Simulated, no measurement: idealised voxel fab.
This section sets out a process module, namely voxel lift off.
Pictured: cross-section cut, 160 nm wide, on a grid of 5 nm square cells.
Just so we're on the same page, the cross-sections are grids of square cells, and they're listed out in bands top to bottom, each band one or more rows deep.
Read a band's entry like this: the first values are the height of its top and the height of its bottom in nm, and what follows is the sequence of materials from left to right, each with its width in nm. Note that "blank" is empty space, and that a single material marked "edge to edge" reaches across the band from edge to edge.
Measure heights from 0. That's the level where, below it, the as-received wafer is all one material. The lowest band is bottomless and extends downward; write it as in "top 0, no bottom".
A width such as "30..40" changes by the same amount from each row of cells to the next, from the band's top row to its bottom row.
When a step is marked "everything unchanged", none of the cells in the cross-section changed during that step.
"Closed empty spaces": empty spaces of 8 cells or more with no open way to the top, each given as width x height at distance, distance from the left edge, all in nm.
Past the settings on a step's line: simulator remark, on that step.
If you see "overlay nm" on a step's line and that step has a mask, it's telling you how far right of where it was planned the mask ended up; a negative number means it went left instead.

# Set out below are the planned steps of the process
1,RECEIVE, material Si
2,CONFORMAL_DEP, material SiO2, thk nm 5
3,PATTERN, tone open, mask id LINES, material resist, width nm 15, pitch nm 30, thk nm 20, overlay nm 0
4,DIRECTIONAL_DEP, material Ru, thk nm 10
5,STRIP, etch materials resist
6,CONFORMAL_DEP, material SiO2, thk nm 10

# First of the two wafers, run per plan

# Cross-section of the wafer upon arrival, representing the state reached after step 1
    top 0, no bottom: Si edge to edge
    Closed empty spaces: none

# Cross-sectional representation of the wafer at the conclusion of step 2
    top 5, bottom 0: SiO2 edge to edge
    For the remainder of the cross-section, below 0, there is no change.

# Cross-sectional representation of the wafer at the conclusion of step 3
    top 25, bottom 5: 55 resist; 15 blank; 15 resist; 15 blank; 60 resist
    For the remainder of the cross-section, below 5, there is no change.

# Cross-sectional representation of the wafer at the conclusion of step 4
    top 35, bottom 25: 55 Ru; 15 blank; 15 Ru; 15 blank; 60 Ru
    top 25, bottom 15: 55 resist; 15 blank; 15 resist; 15 blank; 60 resist
    top 15, bottom 5: 55 resist; 15 Ru; 15 resist; 15 Ru; 60 resist
    For the remainder of the cross-section, below 5, there is no change.

# Cross-sectional representation of the wafer at the conclusion of step 5
    top 15, bottom 5: 55 blank; 15 Ru; 15 blank; 15 Ru; 60 blank
    For the remainder of the cross-section, below 5, there is no change.

# Cross-sectional representation of the wafer at the conclusion of step 6
    top 25, bottom 15: 45 blank; 65 SiO2; 50 blank
    top 15, bottom 5: 55 SiO2; 15 Ru; 15 SiO2; 15 Ru; 60 SiO2
    For the remainder of the cross-section, below 5, there is no change.

# Second wafer, same starting conditions and recipe as the first, one mistake in executing it, nothing differs from the first up to and including step 3

# Second wafer, section view, time point: scheduled end of step 4
    top 35, bottom 25: 55 SiO2; 15 blank; 15 SiO2; 15 blank; 60 SiO2
    top 25, bottom 15: 55 resist; 15 blank; 15 resist; 15 blank; 60 resist
    top 15, bottom 5: 55 resist; 15 SiO2; 15 resist; 15 SiO2; 60 resist
    For the remainder of the cross-section, below 5, there is no change.

# Second wafer, section view, time point: scheduled end of step 5
    top 15, bottom 5: 55 blank; 15 SiO2; 15 blank; 15 SiO2; 60 blank
    For the remainder of the cross-section, below 5, there is no change.

# Second wafer, section view, time point: scheduled end of step 6
    top 25, bottom 15: 45 blank; 65 SiO2; 50 blank
    top 15, bottom 0: SiO2 edge to edge
    For the remainder of the cross-section, below 0, there is no change.
Short version of what went wrong: heads up, step 4 didn't go per plan, it actually ran as DIRECTIONAL_DEP, material SiO2, thk nm 10
At the finish, the second wafer shows more or fewer cells for some materials than the first does: 12 fewer of Ru | 12 more of SiO2
